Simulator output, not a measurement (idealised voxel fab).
You're looking at the process module voxel self aligned vias.
Displayed cross-section: cut, width of 250 nm, square cells sized 5 nm.
Cross-sections here: square-cell grids, written as top-down lists of bands, a band being one or more rows of cells.
Heads up on the band format: heights come first, top then bottom, in nm. After that it's the materials left to right, each with its width in nm. A single material flagged "all across" fills the whole band edge to edge, and "blank" means there's empty space there.
Heights from 0 (as-received wafer is one material below). Bottom band endless downward, as "top 0, no bottom".
The notation "30->40" denotes a width that varies across the rows of cells in the band, beginning at the first number in the top row, finishing at the second number in the bottom row, and changing by an identical amount from each row to the next.
"no modification" -> step changed no cross-section cell.
What "Entrapped void list" gives you is every empty space of 8 cells or more that is cut off from the top. Each appears as width x height at distance, with the distance taken from the left edge and width, height and distance all in nm.
Where a step's line continues beyond its settings, the continuation is a remark by the simulator itself on that step.
You can add "overlay nm" to a step's line. For a step with a mask, it describes how far the mask lay to the right of its planned position, and a negative number describes a lay to the left.

Process steps - plan:
| 1 | RECEIVE | material Si |
| 2 | CONFORMAL_DEP | material SiO2 | thk nm 15 |
| 3 | CONFORMAL_DEP | material SiCN | thk nm 5 |
| 4 | DIRECTIONAL_DEP | material SiO2 | thk nm 30 |
| 5 | PATTERN | tone open | mask id LINES | material resist | width nm 30 | pitch nm 65 | thk nm 15 | overlay nm 0 |
| 6 | DIRECTIONAL_ETCH | etch materials SiO2 | depth nm 30 |
| 7 | STRIP | etch materials resist |
| 8 | CONFORMAL_DEP | material TiN | thk nm 5 |
| 9 | FILL_DEP | material Ru | thk nm 5 |
| 10 | CMP | height nm 50 |
| 11 | SELECTIVE_ETCH | etch materials W Ru TiN | depth nm 5 |
| 12 | FILL_DEP | material SiN | thk nm 10 |
| 13 | CMP | height nm 50 |
| 14 | DIRECTIONAL_DEP | material SiO2 | thk nm 15 |
| 15 | MASKED_ETCH | tone open | mask id VIAS | width nm 50 | pitch nm 65 | etch materials SiO2 | depth nm 15 | overlay nm 0 |
| 16 | MASKED_ETCH | tone open | mask id VIAS | width nm 50 | pitch nm 65 | etch materials SiN | depth nm 5 | overlay nm 0 |
| 17 | CONFORMAL_DEP | material TiN | thk nm 5 |
| 18 | FILL_DEP | material W | thk nm 10 |
| 19 | CMP | height nm 65 |
| 20 | CONFORMAL_DEP | material SiN | thk nm 5 |

As-received wafer cross-section (after step 1):
* top 0, no bottom | Si all across
* Entrapped void list: none

Sectioned view, first of two wafers, at the close of the module, processed as intended in the plan:
* top 70, bottom 65 | SiN all across
* top 65, bottom 55 | SiO2 65 nm | TiN 5 nm | W 40 nm | TiN 5 nm | SiO2 15 nm | TiN 5 nm | W 40 nm | TiN 5 nm | SiO2 70 nm
* top 55, bottom 50 | SiO2 65 nm | TiN 15 nm | W 20 nm | TiN 15 nm | SiO2 15 nm | TiN 15 nm | W 20 nm | TiN 15 nm | SiO2 70 nm
* top 50, bottom 45 | SiO2 75 nm | TiN 30 nm | SiO2 35 nm | TiN 30 nm | SiO2 80 nm
* top 45, bottom 25 | SiO2 75 nm | TiN 5 nm | Ru 20 nm | TiN 5 nm | SiO2 35 nm | TiN 5 nm | Ru 20 nm | TiN 5 nm | SiO2 80 nm
* top 25, bottom 20 | SiO2 75 nm | TiN 30 nm | SiO2 35 nm | TiN 30 nm | SiO2 80 nm
* top 20, bottom 15 | SiCN all across
* top 15, bottom 0 | SiO2 all across
* top 0, no bottom | Si all across
* Entrapped void list: none

End of module, second wafer, cross-section. Started like the first, planned like the first, run with one mistake:
* top 70, bottom 65 | SiN all across
* top 65, bottom 55 | SiO2 65 nm | TiN 5 nm | W 40 nm | TiN 5 nm | SiO2 15 nm | TiN 5 nm | W 40 nm | TiN 5 nm | SiO2 70 nm
* top 55, bottom 50 | SiO2 65 nm | TiN 5 nm | W 20 nm | TiN 25 nm | SiO2 15 nm | TiN 5 nm | W 20 nm | TiN 25 nm | SiO2 70 nm
* top 50, bottom 45 | SiO2 65 nm | TiN 30 nm | SiO2 35 nm | TiN 30 nm | SiO2 90 nm
* top 45, bottom 25 | SiO2 65 nm | TiN 5 nm | Ru 20 nm | TiN 5 nm | SiO2 35 nm | TiN 5 nm | Ru 20 nm | TiN 5 nm | SiO2 90 nm
* top 25, bottom 20 | SiO2 65 nm | TiN 30 nm | SiO2 35 nm | TiN 30 nm | SiO2 90 nm
* top 20, bottom 15 | SiCN all across
* top 15, bottom 0 | SiO2 all across
* top 0, no bottom | Si all across
* Entrapped void list: none
What went wrong in running the wafer? step 5 was run on a setting that differed from the plan, and what really ran there is PATTERN | tone open | mask id LINES | material resist | width nm 30 | pitch nm 65 | thk nm 15 | overlay nm -10
By the end, you'd get the same cell count for each material on either wafer, but the second wafer puts them somewhere else.
